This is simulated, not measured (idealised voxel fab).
Proc. module: voxel released beams
Xsec cut, 295 nm wide, square cell size 5 nm.
A cross-section is a grid of square cells, given in bands from the top down. A band is one or more rows of cells.
For a band, the entry starts with two heights in nm, that of the top and then that of the bottom, and carries on with the band's materials in order from left to right, each alongside its width in nm; the word "throughout" beside a single material means it fills the band edge to edge, and "empty" means empty space.
Height datum 0, below which the as-received substrate wafer is one material. Lowest band open at the bottom, running downward: "top 0, no bottom".
A two-number width, for instance "30->40", indicates that the width is equal to the first number in the top row of the band and to the second number in the bottom row, and that it changes by a constant amount per row of cells.
The cross-section has no changed cell in any step marked "identical to before".
"Sealed void listing" contains a list of empty spaces, each no smaller than 8 cells and without an open way to the top, written in the form width x height at distance with the distance from the left edge and all three in nm.
Anything after a step's settings on that line? It's the simulator's own note about the step.
The optional step-line setting "overlay nm" applies to steps with a mask and quantifies how far to the right of its planned location the mask lay, a negative value indicating leftward placement.

INTENDED PROCESS STEPS
1. RECEIVE | material Si
2. CONFORMAL_DEP | material SiN | thk nm 5
3. DIRECTIONAL_DEP | material SiO2 | thk nm 10
4. MASKED_ETCH | tone open | mask id ANCHOR | width nm 45 | etch materials SiO2 | depth nm 10 | overlay nm 0
5. CONFORMAL_DEP | material TiN | thk nm 15
6. PATTERN | tone cover | mask id BEAM | material resist | width nm 105 | thk nm 15 | overlay nm 0
7. DIRECTIONAL_ETCH | etch materials TiN | depth nm 15
8. STRIP | etch materials resist
9. STRIP | etch materials SiO2

AS RECEIVED, AFTER STEP 1
* top 0, no bottom  Si throughout
* Sealed void listing: none

MODULE COMPLETE - CROSS-SECTION OF THE FIRST OF TWO WAFERS, RUN ACCORDING TO PLAN
* top 30, bottom 20  empty (90); TiN (20); empty (15); TiN (70); empty (100)
* top 20, bottom 15  empty (90); TiN (105); empty (100)
* top 15, bottom 5  empty (95); TiN (45); empty (155)
* top 5, bottom 0  SiN throughout
* top 0, no bottom  Si throughout
* Sealed void listing: none

SECOND WAFER CROSS-SECTION AT END OF MODULE - SHARED START AND PLAN WITH THE FIRST, ONE MISTAKE IN THE RUN
* top 25, bottom 15  empty (90); TiN (15); empty (25); TiN (65); empty (100)
* top 15, bottom 5  empty (95); TiN (45); empty (155)
* top 5, bottom 0  SiN throughout
* top 0, no bottom  Si throughout
* Sealed void listing: none
Plan not followed: step 5 did not happen as planned, as run it was CONFORMAL_DEP | material TiN | thk nm 10
Wafer comparison, final, in cells, second relative to first, materials more or fewer: TiN: 25 fewer
